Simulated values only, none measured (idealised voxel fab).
process module | voxel air gaps
cross-section cut | 240 nm wide | cells 5 nm
A cross-section is a grid of square cells, given in bands from the top down. A band is one or more rows of cells.
Each band's line starts with the height of the band's top and of its bottom, in nm. Then come its materials from left to right, each with its width in nm. One material with "throughout" fills the band from edge to edge. "air" is empty space.
Height 0 is the level under which the wafer as received is all one material. The lowest band goes on downwards, as in "0 down".
A width such as "30 to 40" changes by the same amount from each row of cells to the next, from the band's top row to its bottom row.
"no change" after a step means that no cell of the cross-section changed.
closed voids: empty space of 8 cells or more with no open way to the top, each as width x height at its distance from the left edge, in nm
after a step's settings: what the simulator itself notes on the step
overlay nm, on a step with a mask: how far to the right of its planned place the mask lay; to the left if negative
plan
1 op RECEIVE | material Si
2 op CONFORMAL_DEP | material SiO2 | thk nm 15
3 op CONFORMAL_DEP | material SiCN | thk nm 5
4 op DIRECTIONAL_DEP | material SiO2 | thk nm 40
5 op DIRECTIONAL_DEP | material aC | thk nm 10
6 op PATTERN | tone open | mask id LINES | material resist | width nm 25 | pitch nm 50 | thk nm 30 | overlay nm -15
7 op DIRECTIONAL_ETCH | etch materials aC | depth nm 10
8 op STRIP | etch materials resist
9 op DIRECTIONAL_ETCH | etch materials SiO2 | depth nm 40
10 op STRIP | etch materials aC
11 op CONFORMAL_DEP | material TiN | thk nm 5
12 op FILL_DEP | material Ru | thk nm 5
13 op CMP | height nm 60
14 op EPI | material Ru | thk nm 10
15 op SELECTIVE_ETCH | etch materials SiO2 | depth nm 50
16 op CONFORMAL_DEP | material SiCN | thk nm 5
varied across the wafers: overlay nm of step 6. The plan shows the first wafer's value. All wafers start alike
first wafer as received, after step 1
  0 down: Si throughout
  closed voids: none
first wafer at the end, after step 16
  75 to 70: air 25 | SiCN 155 | air 60
  70 to 60: air 25 | SiCN 5 | Ru 45 | SiCN 5 | Ru 45 | SiCN 5 | Ru 45 | SiCN 5 | air 60
  60 to 55: air 25 | SiCN 15 | TiN 5 | Ru 15 | TiN 5 | SiCN 25 | TiN 5 | Ru 15 | TiN 5 | SiCN 25 | TiN 5 | Ru 15 | TiN 5 | SiCN 15 | air 60
  55 to 25: air 35 | SiCN 5 | TiN 5 | Ru 15 | TiN 5 | SiCN 5 | air 15 | SiCN 5 | TiN 5 | Ru 15 | TiN 5 | SiCN 5 | air 15 | SiCN 5 | TiN 5 | Ru 15 | TiN 5 | SiCN 5 | air 70
  25 to 20: SiCN 40 | TiN 25 | SiCN 25 | TiN 25 | SiCN 25 | TiN 25 | SiCN 75
  20 to 15: SiCN throughout
  15 to 0: SiO2 throughout
  0 down: Si throughout
  closed voids: 15 x 30 at 70; 15 x 30 at 120
last wafer at the end
  75 to 70: air 55 | SiCN 155 | air 30
  70 to 60: air 55 | SiCN 5 | Ru 45 | SiCN 5 | Ru 45 | SiCN 5 | Ru 45 | SiCN 5 | air 30
  60 to 55: air 55 | SiCN 15 | TiN 5 | Ru 15 | TiN 5 | SiCN 25 | TiN 5 | Ru 15 | TiN 5 | SiCN 25 | TiN 5 | Ru 15 | TiN 5 | SiCN 15 | air 30
  55 to 25: air 65 | SiCN 5 | TiN 5 | Ru 15 | TiN 5 | SiCN 5 | air 15 | SiCN 5 | TiN 5 | Ru 15 | TiN 5 | SiCN 5 | air 15 | SiCN 5 | TiN 5 | Ru 15 | TiN 5 | SiCN 5 | air 40
  25 to 20: SiCN 70 | TiN 25 | SiCN 25 | TiN 25 | SiCN 25 | TiN 25 | SiCN 45
  20 to 15: SiCN throughout
  15 to 0: SiO2 throughout
  0 down: Si throughout
  closed voids: 15 x 30 at 100; 15 x 30 at 150
each wafer at the end: cells of each material gained (+) or lost (-) since it was received, then its closed voids
overlay nm -15 | +117 Ru | +172 SiCN | +144 SiO2 | +57 TiN | closed voids: 15 x 30 at 70; 15 x 30 at 120
overlay nm -10 | +117 Ru | +172 SiCN | +144 SiO2 | +57 TiN | closed voids: 15 x 30 at 75; 15 x 30 at 125
overlay nm -5 | +117 Ru | +172 SiCN | +144 SiO2 | +57 TiN | closed voids: 15 x 30 at 80; 15 x 30 at 130
overlay nm 0 | +117 Ru | +172 SiCN | +144 SiO2 | +57 TiN | closed voids: 15 x 30 at 85; 15 x 30 at 135
overlay nm 5 | +117 Ru | +172 SiCN | +144 SiO2 | +57 TiN | closed voids: 15 x 30 at 90; 15 x 30 at 140
overlay nm 10 | +117 Ru | +172 SiCN | +144 SiO2 | +57 TiN | closed voids: 15 x 30 at 95; 15 x 30 at 145
overlay nm 15 | +117 Ru | +172 SiCN | +144 SiO2 | +57 TiN | closed voids: 15 x 30 at 100; 15 x 30 at 150
